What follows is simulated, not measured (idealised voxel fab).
Process module in this document: voxel wiring stack
Each square cell in cross-section cut measures 5 nm, and the section as a whole is 280 nm wide.
Think of the cross-section as a grid of square cells. We describe it in bands, top to bottom, and each band covers one or more rows of those cells. A band entry consists of two parts. The first gives the height of the band's top and the height of its bottom, in nm. The rest lists the band's materials from left to right, each with its width in nm. A single material labelled with the word "edge to edge" fills the band from edge to edge, and the word "blank" marks empty space. Where do heights start? At 0: under that level the wafer as delivered is made of one material only. And the lowest band has no floor; it just carries on downward, as in "0 down". The two numbers in a width such as "30->40" mark its ends across the band: the first belongs to the top row of cells, the second to the bottom row, and from each row to the next the width moves by the same amount. "same as before", as given for a step, is the statement that not any cell of the cross-section underwent a change during that step. In "Voids, fully enclosed" the enclosed voids are listed, meaning empty spaces of 8 cells or larger without any opening to the top. The form is width x height at distance, distance from the left edge, units nm. Read whatever lies past the settings on a step's line as the simulator's own remark about the step. A step's line can hold "overlay nm"; with a mask on that step, the setting says how far right of the planned place the mask lay, while a negative setting says it lay to the left.
List of planned process steps
step 1: RECEIVE,material Si
step 2: CONFORMAL_DEP,material SiO2,thk nm 10
step 3: DIRECTIONAL_DEP,material TiN,thk nm 5
step 4: DIRECTIONAL_DEP,material Ru,thk nm 20
step 5: PATTERN,tone cover,mask id METAL_1,material resist,width nm 20,pitch nm 40,thk nm 20,overlay nm 0
step 6: DIRECTIONAL_ETCH,etch materials Ru,depth nm 20
step 7: DIRECTIONAL_ETCH,etch materials TiN,depth nm 5
step 8: STRIP,etch materials resist
step 9: FILL_DEP,material SiO2,thk nm 10
step 10: CMP,height nm 35
step 11: CONFORMAL_DEP,material SiCN,thk nm 5
step 12: DIRECTIONAL_DEP,material lowk,thk nm 10
step 13: MASKED_ETCH,tone open,mask id PLUG_1,width nm 15,etch materials lowk,depth nm 10,overlay nm 0
step 14: MASKED_ETCH,tone open,mask id PLUG_1,width nm 15,etch materials SiCN,depth nm 5,overlay nm 0
step 15: CONFORMAL_DEP,material TiN,thk nm 5
step 16: FILL_DEP,material Ru,thk nm 10
step 17: CMP,height nm 50
step 18: CONFORMAL_DEP,material SiCN,thk nm 5
step 19: DIRECTIONAL_DEP,material SiO2,thk nm 15
step 20: MASKED_ETCH,tone open,mask id METAL_2,width nm 20,pitch nm 40,etch materials SiO2,depth nm 15,overlay nm 0
step 21: MASKED_ETCH,tone open,mask id METAL_2,width nm 20,pitch nm 40,etch materials SiCN,depth nm 5,overlay nm 0
step 22: CONFORMAL_DEP,material TiN,thk nm 5
step 23: FILL_DEP,material Ru,thk nm 10
step 24: CMP,height nm 70
step 25: EPI,material Ru,thk nm 5
step 26: FILL_DEP,material SiCN,thk nm 5
Delivered wafer in cross-section: state after step 1
* 0 down | Si edge to edge
* Voids, fully enclosed: none
What the wafer looks like in cross-section after this module, when it starts as shown above and follows the plan above but one mistake is made in running it
* 80 to 75 | SiCN edge to edge
* 75 to 70 | SiCN (105); Ru (30); SiCN (10); Ru (30); SiCN (105)
* 70 to 60 | SiO2 (110); TiN (5); Ru (10); TiN (5); SiO2 (20); TiN (5); Ru (10); TiN (5); SiO2 (110)
* 60 to 55 | SiO2 (110); TiN (20); SiO2 (20); TiN (20); SiO2 (110)
* 55 to 50 | Ru edge to edge
* 50 to 40 | lowk (110); TiN (5); Ru (5); TiN (5); lowk (155)
* 40 to 35 | SiCN (110); TiN (15); SiCN (155)
* 35 to 15 | SiO2 (110); Ru (20); SiO2 (20); Ru (20); SiO2 (110)
* 15 to 10 | SiO2 (110); TiN (20); SiO2 (20); TiN (20); SiO2 (110)
* 10 to 0 | SiO2 edge to edge
* 0 down | Si edge to edge
* Voids, fully enclosed: none
Short version of what went wrong: contrary to plan, step 18 was performed as CONFORMAL_DEP,material Ru,thk nm 5
